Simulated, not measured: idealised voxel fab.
process module | voxel wiring stack
cross-section cut | 180 nm wide | cells 5 nm
A cross-section is a grid of square cells, given in bands from the top down. A band is one or more rows of cells.
Each band's line starts with the height of the band's top and of its bottom, in nm. Then come its materials from left to right, each with its width in nm. One material with "throughout" fills the band from edge to edge. "air" is empty space.
Height 0 is the level under which the wafer as received is all one material. The lowest band goes on downwards, as in "0 down".
A width such as "30 to 40" changes by the same amount from each row of cells to the next, from the band's top row to its bottom row.
"no change" after a step means that no cell of the cross-section changed.
closed voids: empty space of 8 cells or more with no open way to the top, each as width x height at its distance from the left edge, in nm
after a step's settings: what the simulator itself notes on the step
overlay nm, on a step with a mask: how far to the right of its planned place the mask lay; to the left if negative
plan
1 op RECEIVE | material Si
2 op CONFORMAL_DEP | material SiO2 | thk nm 15
3 op DIRECTIONAL_DEP | material TiN | thk nm 5
4 op DIRECTIONAL_DEP | material W | thk nm 20
5 op PATTERN | tone cover | mask id METAL_1 | material resist | width nm 20 | pitch nm 45 | thk nm 15 | overlay nm 0
6 op DIRECTIONAL_ETCH | etch materials W | depth nm 20
7 op DIRECTIONAL_ETCH | etch materials TiN | depth nm 5
8 op STRIP | etch materials resist
9 op CONFORMAL_DEP | material SiCN | thk nm 5
10 op FILL_DEP | material SiO2 | thk nm 5
11 op CMP | height nm 40
12 op CONFORMAL_DEP | material SiCN | thk nm 5
13 op DIRECTIONAL_DEP | material lowk | thk nm 25
14 op MASKED_ETCH | tone open | mask id METAL_2 | width nm 20 | pitch nm 45 | etch materials lowk | depth nm 15 | overlay nm -15
15 op PATTERN | tone open | mask id METAL_2_HOLES | material resist | width nm 15 | thk nm 20 | overlay nm 0
16 op DIRECTIONAL_ETCH | etch materials lowk | depth nm 10
17 op DIRECTIONAL_ETCH | etch materials SiCN | depth nm 5
18 op STRIP | etch materials resist
19 op CONFORMAL_DEP | material TiN | thk nm 5
20 op FILL_DEP | material Cu | thk nm 5
21 op CMP | height nm 70
22 op CONFORMAL_DEP | material SiN | thk nm 5
varied across the wafers: overlay nm of step 14. The plan shows the first wafer's value. All wafers start alike
first wafer as received, after step 1
  0 down: Si throughout
  closed voids: none
each wafer at the end: cells of each material gained (+) or lost (-) since it was received, then its closed voids
overlay nm -15 | +10 Cu | +79 SiCN | +36 SiN | +204 SiO2 | +29 TiN | +32 W | +150 lowk | closed voids: none
overlay nm -10 | +9 Cu | +78 SiCN | +36 SiN | +204 SiO2 | +31 TiN | +32 W | +150 lowk | closed voids: none
overlay nm -5 | +11 Cu | +77 SiCN | +36 SiN | +204 SiO2 | +30 TiN | +32 W | +150 lowk | closed voids: none
overlay nm 0 | +11 Cu | +77 SiCN | +36 SiN | +204 SiO2 | +30 TiN | +32 W | +150 lowk | closed voids: none
overlay nm 5 | +9 Cu | +78 SiCN | +36 SiN | +204 SiO2 | +31 TiN | +32 W | +150 lowk | closed voids: none
overlay nm 10 | +10 Cu | +79 SiCN | +36 SiN | +204 SiO2 | +29 TiN | +32 W | +150 lowk | closed voids: none
overlay nm 15 | +11 Cu | +80 SiCN | +36 SiN | +204 SiO2 | +27 TiN | +32 W | +150 lowk | closed voids: none
